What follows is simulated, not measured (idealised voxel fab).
voxel local oxidation: a process module
Cross-section cut spans 180 nm and uses square cells 5 nm in size.
Format of a cross-section: grid, square cells. Given as bands. Order: top down. Band: one or more rows of cells.
This entry defines a band. It first specifies the height of the band's top and the height of its bottom in nm, and then specifies the band's materials from left to right, stating each material with its width in nm. The word "throughout" identifies a single material that fills the band from edge to edge, while the word "air" identifies empty space.
Heights are reckoned from 0. Under this level, the received wafer is all of one material. The bottommost band is open-ended downward, for example "0..down".
A width such as "30..40" changes by the same amount from each row of cells to the next, from the band's top row to its bottom row.
It should be understood that the words "all unchanged", when stated for a given step, signify that the cross-section underwent no change in any of its cells during that step.
Heads up: "Sealed cavities" only lists the empty pockets with no open path to the top that are 8 cells or more, and it writes them as width x height at distance, distance from the left edge, in nm.
after a step's settings: what the simulator itself notes on the step
The line of a step may include "overlay nm". On a step with a mask, this value is how far to the right of its planned place the mask lay. A negative value means the mask lay to the left.

Planned process steps:
1) RECEIVE: material Si
2) OXIDIZE: depth nm 5
3) CONFORMAL_DEP: material SiN, thk nm 5
4) PATTERN: tone cover, mask id ACTIVE, material resist, width nm 130, thk nm 20, overlay nm 0
5) DIRECTIONAL_ETCH: etch materials SiN, depth nm 15
6) STRIP: etch materials resist
7) SELECTIVE_ETCH: etch materials SiO2, depth nm 5
8) OXIDIZE: depth nm 15
9) STRIP: etch materials SiN
For this document, wafers share an identical start and vary in the step 3 thk nm; the plan quotes the first wafer's value.

Cross-section of the first of several wafers on receipt, reflecting completion of step 1:
  0..down | Si throughout
  Sealed cavities: none

Cross-section of the first of several wafers, taken after step 9, where the module ends:
  0..-5 | air 30 nm  SiO2 120 nm  air 30 nm
  -5..-20 | SiO2 45 nm  Si 90 nm  SiO2 45 nm
  -20..down | Si throughout
  Sealed cavities: none

Cross-sectional depiction of the last of several wafers upon completion of the module:
  0..-5 | SiO2 throughout
  -5..down | Si throughout
  Sealed cavities: none

Below, a row for every wafer. Read it as the end-of-module picture: for each material the wafer shows its cells gained (+) or lost (-) since it was received, and then its closed voids:
thk nm 5 | -90 Si | +78 SiO2 | Sealed cavities: none
thk nm 10 | -90 Si | +78 SiO2 | Sealed cavities: none
thk nm 15 | -90 Si | +78 SiO2 | Sealed cavities: none
thk nm 20 | -36 Si | +36 SiO2 | Sealed cavities: none
thk nm 25 | -36 Si | +36 SiO2 | Sealed cavities: none
thk nm 30 | -36 Si | +36 SiO2 | Sealed cavities: none
